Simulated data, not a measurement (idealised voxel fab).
Name of the process module below: voxel lift off
The cross-section shown here is cut; it is 295 nm wide and divided into square cells measuring 5 nm on a side.
Heads up, the way a cross-section reads in here is a grid of square cells, handed over as bands from the top down, with every band being one or more rows of cells. For a band, the entry starts with two heights in nm, that of the top and then that of the bottom, and carries on with the band's materials in order from left to right, each alongside its width in nm; the word "everywhere" beside a single material means it fills the band edge to edge, and "empty" means empty space. For the purposes of this specification, 0 denotes the height below which the wafer in its as-received condition is composed wholly of one material, and the lowermost band, lacking a lower limit, extends downward without end, as expressed in "0 down". With a width like "30->40", each row of cells in the band differs from the next by the same amount, the top row carrying the first number and the bottom row the second. Step note "remains unaltered" = no cross-section cell changed. This entry, "Enclosed cavities", enumerates those empty regions of no fewer than 8 cells that possess no open connection to the top. Each region is reported in the form width x height at distance, the distance being taken from the left edge, with all three quantities expressed in nm. If you see something after the settings on a step's line, that's the simulator's own remark about that step. overlay nm: mask right of planned place by this much (step with mask). Neg. = left.

PLANNED STEP LIST FOR THE PROCESS
1,RECEIVE | material Si
2,CONFORMAL_DEP | material SiO2 | thk nm 5
3,PATTERN | tone open | mask id LINES | material resist | width nm 20 | pitch nm 40 | thk nm 30 | overlay nm 0
4,DIRECTIONAL_DEP | material Ru | thk nm 15
5,STRIP | etch materials resist
6,CONFORMAL_DEP | material SiN | thk nm 5

OF TWO WAFERS, THE FIRST: RUN ACCORDING TO PLAN

AS-RECEIVED STATE OF THE WAFER IN CROSS-SECTION, EQUIVALENT TO POST-STEP 1
0 down = Si everywhere
Enclosed cavities: none

CROSS-SECTIONAL REPRESENTATION OF THE WAFER AT THE CONCLUSION OF STEP 2
5 to 0 = SiO2 everywhere
Whatever lies below 0 is exactly as it was before.

CROSS-SECTIONAL REPRESENTATION OF THE WAFER AT THE CONCLUSION OF STEP 3
35 to 5 = 115 nm resist / 20 nm empty / 20 nm resist / 20 nm empty / 120 nm resist
Whatever lies below 5 is exactly as it was before.

CROSS-SECTIONAL REPRESENTATION OF THE WAFER AT THE CONCLUSION OF STEP 4
50 to 35 = 115 nm Ru / 20 nm empty / 20 nm Ru / 20 nm empty / 120 nm Ru
35 to 20 = 115 nm resist / 20 nm empty / 20 nm resist / 20 nm empty / 120 nm resist
20 to 5 = 115 nm resist / 20 nm Ru / 20 nm resist / 20 nm Ru / 120 nm resist
Whatever lies below 5 is exactly as it was before.

CROSS-SECTIONAL REPRESENTATION OF THE WAFER AT THE CONCLUSION OF STEP 5
20 to 5 = 115 nm empty / 20 nm Ru / 20 nm empty / 20 nm Ru / 120 nm empty
Whatever lies below 5 is exactly as it was before.

CROSS-SECTIONAL REPRESENTATION OF THE WAFER AT THE CONCLUSION OF STEP 6
25 to 20 = 110 nm empty / 30 nm SiN / 10 nm empty / 30 nm SiN / 115 nm empty
20 to 10 = 110 nm empty / 5 nm SiN / 20 nm Ru / 5 nm SiN / 10 nm empty / 5 nm SiN / 20 nm Ru / 5 nm SiN / 115 nm empty
10 to 5 = 115 nm SiN / 20 nm Ru / 20 nm SiN / 20 nm Ru / 120 nm SiN
Whatever lies below 5 is exactly as it was before.

WAFER TWO. IDENTICAL START, IDENTICAL PLAN. ONE MISTAKE IN EXECUTION. IDENTICAL HISTORY THROUGH STEP 2

CROSS-SECTION OF THE SECOND WAFER AT THE TIME BY WHICH STEP 3 SHOULD HAVE BEEN COMPLETED ACCORDING TO THE PLAN
35 to 5 = 120 nm resist / 15 nm empty / 25 nm resist / 15 nm empty / 120 nm resist
Whatever lies below 5 is exactly as it was before.

CROSS-SECTION OF THE SECOND WAFER AT THE TIME BY WHICH STEP 4 SHOULD HAVE BEEN COMPLETED ACCORDING TO THE PLAN
50 to 35 = 120 nm Ru / 15 nm empty / 25 nm Ru / 15 nm empty / 120 nm Ru
35 to 20 = 120 nm resist / 15 nm empty / 25 nm resist / 15 nm empty / 120 nm resist
20 to 5 = 120 nm resist / 15 nm Ru / 25 nm resist / 15 nm Ru / 120 nm resist
Whatever lies below 5 is exactly as it was before.

CROSS-SECTION OF THE SECOND WAFER AT THE TIME BY WHICH STEP 5 SHOULD HAVE BEEN COMPLETED ACCORDING TO THE PLAN
20 to 5 = 120 nm empty / 15 nm Ru / 25 nm empty / 15 nm Ru / 120 nm empty
Whatever lies below 5 is exactly as it was before.

CROSS-SECTION OF THE SECOND WAFER AT THE TIME BY WHICH STEP 6 SHOULD HAVE BEEN COMPLETED ACCORDING TO THE PLAN
25 to 20 = 115 nm empty / 25 nm SiN / 15 nm empty / 25 nm SiN / 115 nm empty
20 to 10 = 115 nm empty / 5 nm SiN / 15 nm Ru / 5 nm SiN / 15 nm empty / 5 nm SiN / 15 nm Ru / 5 nm SiN / 115 nm empty
10 to 5 = 120 nm SiN / 15 nm Ru / 25 nm SiN / 15 nm Ru / 120 nm SiN
Whatever lies below 5 is exactly as it was before.
Run error: in deviation from the planned setting, step 3 was conducted as PATTERN | tone open | mask id LINES | material resist | width nm 15 | pitch nm 40 | thk nm 30 | overlay nm 0
Once processing is complete, comparing cell counts shows that the second wafer has more or fewer of certain materials than the first: Ru: 6 fewer
